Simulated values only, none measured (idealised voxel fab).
process module | voxel self aligned vias
cross-section cut | 280 nm wide | cells 5 nm
A cross-section is a grid of square cells, given in bands from the top down. A band is one or more rows of cells.
Each band's line starts with the height of the band's top and of its bottom, in nm. Then come its materials from left to right, each with its width in nm. One material with "throughout" fills the band from edge to edge. "air" is empty space.
Height 0 is the level under which the wafer as received is all one material. The lowest band goes on downwards, as in "0 down".
A width such as "30 to 40" changes by the same amount from each row of cells to the next, from the band's top row to its bottom row.
"no change" after a step means that no cell of the cross-section changed.
closed voids: empty space of 8 cells or more with no open way to the top, each as width x height at its distance from the left edge, in nm
after a step's settings: what the simulator itself notes on the step
overlay nm, on a step with a mask: how far to the right of its planned place the mask lay; to the left if negative
plan
1 op RECEIVE | material Si
2 op CONFORMAL_DEP | material SiO2 | thk nm 15
3 op CONFORMAL_DEP | material SiCN | thk nm 5
4 op DIRECTIONAL_DEP | material lowk | thk nm 30
5 op MASKED_ETCH | tone open | mask id LINES | width nm 30 | pitch nm 75 | etch materials lowk | depth nm 30 | overlay nm 0
6 op CONFORMAL_DEP | material TiN | thk nm 5
7 op FILL_DEP | material W | thk nm 10
8 op CMP | height nm 50
9 op SELECTIVE_ETCH | etch materials W Ru TiN | depth nm 10
10 op FILL_DEP | material SiN | thk nm 10
11 op CMP | height nm 50
12 op DIRECTIONAL_DEP | material lowk | thk nm 20
13 op MASKED_ETCH | tone open | mask id VIAS | width nm 50 | etch materials lowk | depth nm 20 | overlay nm 0
14 op MASKED_ETCH | tone open | mask id VIAS | width nm 50 | etch materials SiN | depth nm 10 | overlay nm 0
15 op CONFORMAL_DEP | material TiN | thk nm 5
16 op FILL_DEP | material Ru | thk nm 5
17 op CMP | height nm 70
18 op CONFORMAL_DEP | material SiN | thk nm 5
as received, after step 1
  0 down: Si throughout
  closed voids: none
a wafer at the end: this start, this plan, one mistake
  75 to 70: SiN throughout
  70 to 55: lowk 75 | TiN 5 | Ru 40 | TiN 5 | lowk 155
  55 to 50: lowk 75 | TiN 15 | Ru 20 | TiN 15 | lowk 155
  50 to 45: lowk 85 | TiN 30 | lowk 45 | SiN 30 | lowk 90
  45 to 40: lowk 85 | SiN 30 | lowk 45 | SiN 30 | lowk 90
  40 to 25: lowk 85 | TiN 5 | W 20 | TiN 5 | lowk 45 | TiN 5 | W 20 | TiN 5 | lowk 90
  25 to 20: lowk 85 | TiN 30 | lowk 45 | TiN 30 | lowk 90
  20 to 15: SiCN throughout
  15 to 0: SiO2 throughout
  0 down: Si throughout
  closed voids: none
what went wrong: step 14 ran as: op MASKED_ETCH | tone open | mask id VIAS | width nm 50 | etch materials SiN | depth nm 5 | overlay nm 0
